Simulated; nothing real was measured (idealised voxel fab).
The name of this process module is voxel double patterning.
Square cell edge 5 nm, section width 210 nm, ID cut.
Cross-section, as written here: a square-cell grid given band by band from the top down, where a band holds one or more rows of cells.
Look at the band entry: it leads with the top's height and the bottom's height in nm. Then it lists the materials left to right, with a width in nm for each. The word "everywhere" on a single material says that material fills the band edge to edge. The word "empty" is empty space.
For the purposes of this specification, 0 denotes the height below which the wafer in its as-received condition is composed wholly of one material, and the lowermost band, lacking a lower limit, extends downward without end, as expressed in "from 0 down".
Quick explanation for "30->40": the width changes in equal steps down the rows of cells, from the first number in the band's top row to the second number in its bottom row.
The designation "remained unchanged", where it is given for a processing step, indicates that no cell of the cross-section was altered in the course of that step.
The entry "Sealed void listing" lists the empty spaces that cover at least 8 cells and have no open path to the top. Each is written as width x height at distance, where the distance is measured from the left edge and all three values are in nm.
Text after the settings on a step's line: the simulator's own remark on that step.
What "overlay nm" on a step's line means: if the step has a mask, that mask lay this far to the right of its planned place, or, when the value is negative, to the left.
PROCESS STEPS FORESEEN IN THE PLAN
| 1 | op RECEIVE | material Si |
| 2 | op CONFORMAL_DEP | material SiO2 | thk nm 10 |
| 3 | op DIRECTIONAL_DEP | material polySi | thk nm 10 |
| 4 | op DIRECTIONAL_DEP | material SiN | thk nm 5 |
| 5 | op PATTERN | tone open | mask id FIRST | material resist | width nm 15 | pitch nm 50 | thk nm 15 | overlay nm 0 |
| 6 | op DIRECTIONAL_ETCH | etch materials SiN | depth nm 5 |
| 7 | op STRIP | etch materials resist |
| 8 | op DIRECTIONAL_DEP | material aC | thk nm 10 |
| 9 | op PATTERN | tone open | mask id SECOND | material resist | width nm 15 | pitch nm 50 | thk nm 25 | overlay nm 0 |
| 10 | op DIRECTIONAL_ETCH | etch materials aC | depth nm 10 |
| 11 | op STRIP | etch materials resist |
| 12 | op DIRECTIONAL_ETCH | etch materials SiN | depth nm 5 |
| 13 | op STRIP | etch materials aC |
| 14 | op DIRECTIONAL_ETCH | etch materials polySi | depth nm 10 |
| 15 | op STRIP | etch materials SiN |
THE CROSS-SECTION HERE SHOWS THE WAFER AS RECEIVED, I.E. IN ITS STATE AFTER STEP 1
* from 0 down: Si everywhere
* Sealed void listing: none
SAME STARTING WAFER, SAME PLAN AS ABOVE, ONE MISTAKE IN THE EXECUTION; THIS IS THE CROSS-SECTION AT THE END OF THE MODULE
* from 20 to 10: 45 polySi; 15 empty; 5 polySi; 25 empty; 5 polySi; 15 empty; 5 polySi; 25 empty; 5 polySi; 15 empty; 50 polySi
* from 10 to 0: SiO2 everywhere
* from 0 down: Si everywhere
* Sealed void listing: none
Heads up, the wafer didn't run the way we planned it: step 9 off recipe, ran as op PATTERN | tone open | mask id SECOND | material resist | width nm 25 | pitch nm 50 | thk nm 25 | overlay nm 0
